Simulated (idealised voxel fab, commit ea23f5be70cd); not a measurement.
process module | voxel self aligned contacts
cross-section cut | 210 nm wide | cells 5 nm
A cross-section is a grid of square cells, given in bands from the top down. A band is one or more rows of cells.
Each band's line starts with the height of the band's top and of its bottom, in nm. Then come its materials from left to right, each with its width in nm. One material with "throughout" fills the band from edge to edge. "air" is empty space.
Height 0 is the level under which the wafer as received is all one material. The lowest band goes on downwards, as in "0 down".
A width such as "30 to 40" changes by the same amount from each row of cells to the next, from the band's top row to its bottom row.
"no change" after a step means that no cell of the cross-section changed.
closed voids: empty space of 8 cells or more with no open way to the top, each as width x height at its distance from the left edge, in nm
after a step's settings: what the simulator itself notes on the step
overlay nm, on a step with a mask: how far to the right of its planned place the mask lay; to the left if negative
plan
1 op RECEIVE | material Si
2 op CONFORMAL_DEP | material SiO2 | thk nm 5
3 op DIRECTIONAL_DEP | material polySi | thk nm 30
4 op DIRECTIONAL_DEP | material SiN | thk nm 20
5 op PATTERN | tone cover | mask id GATE | material resist | width nm 25 | pitch nm 50 | thk nm 15 | overlay nm 0
6 op DIRECTIONAL_ETCH | etch materials SiN | depth nm 20
7 op DIRECTIONAL_ETCH | etch materials polySi | depth nm 30
8 op STRIP | etch materials resist
9 op CONFORMAL_DEP | material SiN | thk nm 5
10 op DIRECTIONAL_ETCH | etch materials SiN | depth nm 5
11 op FILL_DEP | material SiO2 | thk nm 10
12 op CMP | height nm 60
13 op PATTERN | tone open | mask id CONTACT | material resist | width nm 35 | thk nm 15 | overlay nm 0
14 op DIRECTIONAL_ETCH | etch materials SiO2 | depth nm 60
15 op STRIP | etch materials resist
16 op CONFORMAL_DEP | material TiN | thk nm 5
17 op FILL_DEP | material Ru | thk nm 5
18 op CMP | height nm 60
19 op CONFORMAL_DEP | material SiN | thk nm 5
as received, after step 1
  0 down: Si throughout
  closed voids: none
a wafer at the end: this start, this plan, one mistake
  65 to 60: SiN throughout
  60 to 55: SiO2 60 | SiN 35 | TiN 15 | SiN 35 | SiO2 65
  55 to 35: SiN throughout
  35 to 5: polySi throughout
  5 to 0: SiO2 throughout
  0 down: Si throughout
  closed voids: none
what went wrong: step 4 was run twice
